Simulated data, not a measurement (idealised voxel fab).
process module | voxel gate over fins
This is section cut - it's 165 nm across, gridded in 5 nm square cells.
Just so we're on the same page, the cross-sections are grids of square cells, and they're listed out in bands top to bottom, each band one or more rows deep. First you get the band's top height and its bottom height, in nm, and then the materials it's made of, left to right, with each width in nm. If you see a single material with "everywhere", that one covers the band edge to edge. "empty" is empty space. Convention: height 0 is the level below which the wafer, as received, is all one material. The lowest band does not terminate at the bottom but continues downward, represented as "0 nm and below". Read "30 to 40" as a graded width: first number on top, second number at the bottom, same change between each pair of neighbouring rows. Step note "nothing altered" = no cross-section cell changed. Closed-off voids of 8+ cells (no open route to the top) go in "closed voids", written width x height at distance from the left edge, in nm. Where a step's line continues beyond its settings, the continuation is a remark by the simulator itself on that step. The "overlay nm" setting may appear on a step's line; for a step that uses a mask, it gives how far to the right of its planned position the mask lay, and a negative value indicates the left.

[Process steps (planned)]
1. RECEIVE with material Si
2. CONFORMAL_DEP with material SiN, thk nm 10
3. PATTERN with tone cover, mask id FINS, material resist, width nm 15, pitch nm 60, thk nm 20, overlay nm 0
4. DIRECTIONAL_ETCH with etch materials SiN, depth nm 10
5. DIRECTIONAL_ETCH with etch materials Si, depth nm 30
6. STRIP with etch materials resist
7. FILL_DEP with material SiO2, thk nm 10
8. CMP with height nm 10
9. DIRECTIONAL_DEP with material aC, thk nm 15
10. PATTERN with tone open, mask id RAIL, material resist, width nm 15, thk nm 30, overlay nm 0
11. DIRECTIONAL_ETCH with etch materials aC, depth nm 15
12. STRIP with etch materials resist
13. DIRECTIONAL_ETCH with etch materials SiO2, depth nm 35
14. STRIP with etch materials aC
15. CONFORMAL_DEP with material TiN, thk nm 5
16. FILL_DEP with material Ru, thk nm 10
17. CMP with height nm 10
18. SELECTIVE_ETCH with etch materials W Ru TiN, depth nm 30
19. FILL_DEP with material SiO2, thk nm 5
20. CMP with height nm 10
21. SELECTIVE_ETCH with etch materials SiO2, depth nm 20
22. STRIP with etch materials SiN
23. CONFORMAL_DEP with material HfO2, thk nm 5
24. CONFORMAL_DEP with material TiN, thk nm 5
25. FILL_DEP with material W, thk nm 10
26. CMP with height nm 15
27. CONFORMAL_DEP with material SiCN, thk nm 5

[Wafer at receipt (post step 1), cross-section]
> 0 nm and below = Si everywhere
> closed voids: none

[Final cross-section, module run with one mistake (start and plan as above)]
> 20 nm to 15 nm = SiCN everywhere
> 15 nm to 10 nm = W everywhere
> 10 nm to 5 nm = W=30 | TiN=45 | W=15 | TiN=45 | W=30
> 5 nm to 0 nm = W=30 | TiN=5 | HfO2=35 | TiN=5 | W=15 | TiN=5 | HfO2=35 | TiN=5 | W=30
> 0 nm to -5 nm = TiN=35 | HfO2=5 | Si=25 | HfO2=5 | TiN=25 | HfO2=5 | Si=25 | HfO2=5 | TiN=35
> -5 nm to -10 nm = HfO2=40 | Si=25 | HfO2=35 | Si=25 | HfO2=40
> -10 nm to -20 nm = SiO2=40 | Si=25 | SiO2=35 | Si=25 | SiO2=40
> -20 nm to -25 nm = SiO2=40 | Si=25 | SiO2=10 | TiN=15 | SiO2=10 | Si=25 | SiO2=40
> -25 nm to -30 nm = SiO2=40 | Si=25 | SiO2=35 | Si=25 | SiO2=40
> -30 nm and below = Si everywhere
> closed voids: none
What was done differently from what was planned? heads up, step 3 didn't go per plan, it actually ran as PATTERN with tone cover, mask id FINS, material resist, width nm 25, pitch nm 60, thk nm 20, overlay nm 0
